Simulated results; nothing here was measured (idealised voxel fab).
process module | voxel self aligned vias
FYI the section here is cut, 285 nm wide, cells are 5 nm squares.
Cross-section format: a grid of square cells, given as bands from top to bottom; each band is one or more rows of cells. Heads up on the band format: heights come first, top then bottom, in nm. After that it's the materials left to right, each with its width in nm. A single material flagged "throughout" fills the whole band edge to edge, and "empty" means there's empty space there. Beneath 0, the wafer as received is one material, and that level is where height counting begins. The lowest band goes on downward without a bottom; it is written like "from 0 down". The two numbers in a width such as "30..40" mark its ends across the band: the first belongs to the top row of cells, the second to the bottom row, and from each row to the next the width moves by the same amount. Where a step carries "identical to before", the cross-section came out of it unchanged, cell for cell. You'll see "Unvented voids" listing empty spaces that have no way open to the top, as long as they're 8 cells or more; the notation is width x height at distance, where the distance is from the left edge, and all of it is in nm. On a step's line, text after the settings is the simulator commenting on that step. The optional step-line setting "overlay nm" applies to steps with a mask and quantifies how far to the right of its planned location the mask lay, a negative value indicating leftward placement.
These are the steps we planned for the process:
1. RECEIVE: material Si
2. CONFORMAL_DEP: material SiO2, thk nm 10
3. CONFORMAL_DEP: material SiCN, thk nm 5
4. DIRECTIONAL_DEP: material SiO2, thk nm 25
5. PATTERN: tone open, mask id LINES, material resist, width nm 20, pitch nm 55, thk nm 15, overlay nm 0
6. DIRECTIONAL_ETCH: etch materials SiO2, depth nm 25
7. STRIP: etch materials resist
8. CONFORMAL_DEP: material TiN, thk nm 5
9. FILL_DEP: material Ru, thk nm 5
10. CMP: height nm 40
11. SELECTIVE_ETCH: etch materials W Ru TiN, depth nm 10
12. FILL_DEP: material SiN, thk nm 5
13. CMP: height nm 40
14. DIRECTIONAL_DEP: material SiO2, thk nm 20
15. PATTERN: tone open, mask id VIAS, material resist, width nm 40, pitch nm 110, thk nm 20, overlay nm 0
16. DIRECTIONAL_ETCH: etch materials SiO2, depth nm 20
17. DIRECTIONAL_ETCH: etch materials SiN, depth nm 10
18. STRIP: etch materials resist
19. CONFORMAL_DEP: material TiN, thk nm 5
20. FILL_DEP: material Ru, thk nm 5
21. CMP: height nm 60
22. CONFORMAL_DEP: material SiCN, thk nm 5
As received (post step 1): cross-section:
    from 0 down = Si throughout
    Unvented voids: none
Looking at the first of two wafers in cross-section at end of module - ran to plan:
    from 65 to 60 = SiCN throughout
    from 60 to 45 = SiO2: 65, then TiN: 5, then Ru: 30, then TiN: 5, then SiO2: 70, then TiN: 5, then Ru: 30, then TiN: 5, then SiO2: 70
    from 45 to 40 = SiO2: 65, then TiN: 15, then Ru: 10, then TiN: 15, then SiO2: 70, then TiN: 15, then Ru: 10, then TiN: 15, then SiO2: 70
    from 40 to 35 = SiO2: 75, then TiN: 5, then Ru: 10, then TiN: 5, then SiO2: 35, then SiN: 20, then SiO2: 35, then TiN: 5, then Ru: 10, then TiN: 5, then SiO2: 80
    from 35 to 30 = SiO2: 75, then TiN: 20, then SiO2: 35, then SiN: 20, then SiO2: 35, then TiN: 20, then SiO2: 80
    from 30 to 20 = SiO2: 75, then TiN: 5, then Ru: 10, then TiN: 5, then SiO2: 35, then TiN: 5, then Ru: 10, then TiN: 5, then SiO2: 35, then TiN: 5, then Ru: 10, then TiN: 5, then SiO2: 80
    from 20 to 15 = SiO2: 75, then TiN: 20, then SiO2: 35, then TiN: 20, then SiO2: 35, then TiN: 20, then SiO2: 80
    from 15 to 10 = SiCN throughout
    from 10 to 0 = SiO2 throughout
    from 0 down = Si throughout
    Unvented voids: none
Presented here is a cross-section of the second of the two wafers as it stood at the end of the module. It was started in the same manner and assigned the same plan as the first wafer; however, one mistake was made in its execution:
    from 65 to 60 = SiCN throughout
    from 60 to 40 = SiO2: 65, then TiN: 5, then Ru: 30, then TiN: 5, then SiO2: 70, then TiN: 5, then Ru: 30, then TiN: 5, then SiO2: 70
    from 40 to 35 = SiO2: 65, then TiN: 5, then Ru: 30, then TiN: 5, then SiO2: 25, then SiN: 20, then SiO2: 25, then TiN: 5, then Ru: 30, then TiN: 5, then SiO2: 70
    from 35 to 30 = SiO2: 65, then TiN: 40, then SiO2: 25, then SiN: 20, then SiO2: 25, then TiN: 40, then SiO2: 70
    from 30 to 20 = SiO2: 65, then TiN: 15, then Ru: 10, then TiN: 15, then SiO2: 25, then TiN: 5, then Ru: 10, then TiN: 5, then SiO2: 25, then TiN: 15, then Ru: 10, then TiN: 15, then SiO2: 70
    from 20 to 15 = SiO2: 75, then TiN: 20, then SiO2: 35, then TiN: 20, then SiO2: 35, then TiN: 20, then SiO2: 80
    from 15 to 10 = SiCN throughout
    from 10 to 0 = SiO2 throughout
    from 0 down = Si throughout
    Unvented voids: none
Run error: plan step 16 ran twice
at the end the second wafer has, in cells: +16 Ru, -32 SiO2, +16 TiN
